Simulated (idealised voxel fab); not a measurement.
process module | voxel capacitor over wiring
In the cross-section labelled cut, the width is 290 nm and each square cell is 5 nm.
A cross-section is written here as square cells arranged in a grid, and it is given in bands from the top down, each band taking up one or more rows of cells.
Top, bottom (nm), then materials left to right with widths (nm); lone material tagged "throughout" fills the whole band edge to edge; "blank" = empty space.
Height reference: 0 = level under which incoming wafer is all one material. Lowest band: no bottom, runs on downward, e.g. "0..down".
The two numbers in a width such as "30 to 40" mark its ends across the band: the first belongs to the top row of cells, the second to the bottom row, and from each row to the next the width moves by the same amount.
Where the words "nothing altered" appear for a step, the cross-section shows no cell changed by that step; every cell remained as before.
Entry "Voids lacking openings". Content: empty spaces with no open connection to the top, size 8 cells or greater. Each: width x height at distance. Distance: from left edge. Unit: nm.
On each step's line, the part that comes after the settings is the simulator's own comment on the step.
When a step includes a mask, the "overlay nm" setting on its line states how far to the right of its planned place that mask lay, and negative values state how far to the left.

BELOW IS THE LIST OF PLANNED PROCESS STEPS
1) RECEIVE,material Si
2) CONFORMAL_DEP,material SiO2,thk nm 10
3) DIRECTIONAL_DEP,material TiN,thk nm 5
4) DIRECTIONAL_DEP,material Ru,thk nm 25
5) PATTERN,tone cover,mask id METAL_1,material resist,width nm 25,pitch nm 95,thk nm 15,overlay nm 0
6) DIRECTIONAL_ETCH,etch materials Ru,depth nm 25
7) DIRECTIONAL_ETCH,etch materials TiN,depth nm 5
8) STRIP,etch materials resist
9) CONFORMAL_DEP,material SiCN,thk nm 5
10) FILL_DEP,material SiO2,thk nm 10
11) CMP,height nm 40
12) CONFORMAL_DEP,material SiCN,thk nm 5
13) DIRECTIONAL_DEP,material SiO2,thk nm 15
14) MASKED_ETCH,tone open,mask id PLUG_1,width nm 15,etch materials SiO2,depth nm 15,overlay nm 0
15) MASKED_ETCH,tone open,mask id PLUG_1,width nm 15,etch materials SiCN,depth nm 5,overlay nm -15
16) CONFORMAL_DEP,material TiN,thk nm 5
17) FILL_DEP,material W,thk nm 5
18) CMP,height nm 60
19) DIRECTIONAL_DEP,material TiN,thk nm 5
20) DIRECTIONAL_DEP,material SiN,thk nm 5
21) DIRECTIONAL_DEP,material TiN,thk nm 5
22) DIRECTIONAL_DEP,material aC,thk nm 10
23) PATTERN,tone cover,mask id UPPER_PLATE,material resist,width nm 75,thk nm 25,overlay nm 0
24) DIRECTIONAL_ETCH,etch materials aC,depth nm 10
25) STRIP,etch materials resist
26) DIRECTIONAL_ETCH,etch materials TiN,depth nm 5
27) DIRECTIONAL_ETCH,etch materials SiN,depth nm 5
28) STRIP,etch materials aC
29) MASKED_ETCH,tone cover,mask id LOWER_PLATE,width nm 85,etch materials TiN,depth nm 5,overlay nm 0
30) FILL_DEP,material SiO2,thk nm 15
31) CMP,height nm 85
32) DIRECTIONAL_DEP,material aC,thk nm 15
33) PATTERN,tone open,mask id PLUG_2,material resist,width nm 15,thk nm 30,overlay nm 0
34) DIRECTIONAL_ETCH,etch materials aC,depth nm 15
35) STRIP,etch materials resist
36) DIRECTIONAL_ETCH,etch materials SiO2,depth nm 10
37) STRIP,etch materials aC
38) CONFORMAL_DEP,material TiN,thk nm 5
39) FILL_DEP,material W,thk nm 5
40) CMP,height nm 85
41) CONFORMAL_DEP,material SiN,thk nm 5
The wafers are alike at the start. At step 15, their overlay nm differs. The plan lists the first wafer's value.

THE FIRST OF SEVERAL WAFERS IN CROSS-SECTION, EXACTLY AS IT REACHED US AFTER STEP 1
  0..down | Si throughout
  Voids lacking openings: none

WHAT FOLLOWS IS A TABLE IN WHICH EACH WAFER OCCUPIES A ROW; FOR THE WAFER AS IT STANDS AT THE CLOSE OF THE MODULE, THE ROW STATES, MATERIAL BY MATERIAL, HOW MANY CELLS HAVE BEEN GAINED (+) OR LOST (-) SINCE RECEIPT, AND THEN GIVES ITS CLOSED VOIDS
overlay nm -15 | +50 Ru | +126 SiCN | +73 SiN | +738 SiO2 | +54 TiN | +3 W | Voids lacking openings: none
overlay nm -10 | +50 Ru | +125 SiCN | +73 SiN | +738 SiO2 | +55 TiN | +3 W | Voids lacking openings: none
overlay nm -5 | +50 Ru | +124 SiCN | +73 SiN | +738 SiO2 | +56 TiN | +3 W | Voids lacking openings: none
overlay nm 0 | +50 Ru | +123 SiCN | +73 SiN | +738 SiO2 | +56 TiN | +4 W | Voids lacking openings: none
overlay nm 5 | +50 Ru | +124 SiCN | +73 SiN | +738 SiO2 | +56 TiN | +3 W | Voids lacking openings: none
overlay nm 10 | +50 Ru | +125 SiCN | +73 SiN | +738 SiO2 | +55 TiN | +3 W | Voids lacking openings: none
overlay nm 15 | +50 Ru | +126 SiCN | +73 SiN | +738 SiO2 | +54 TiN | +3 W | Voids lacking openings: none
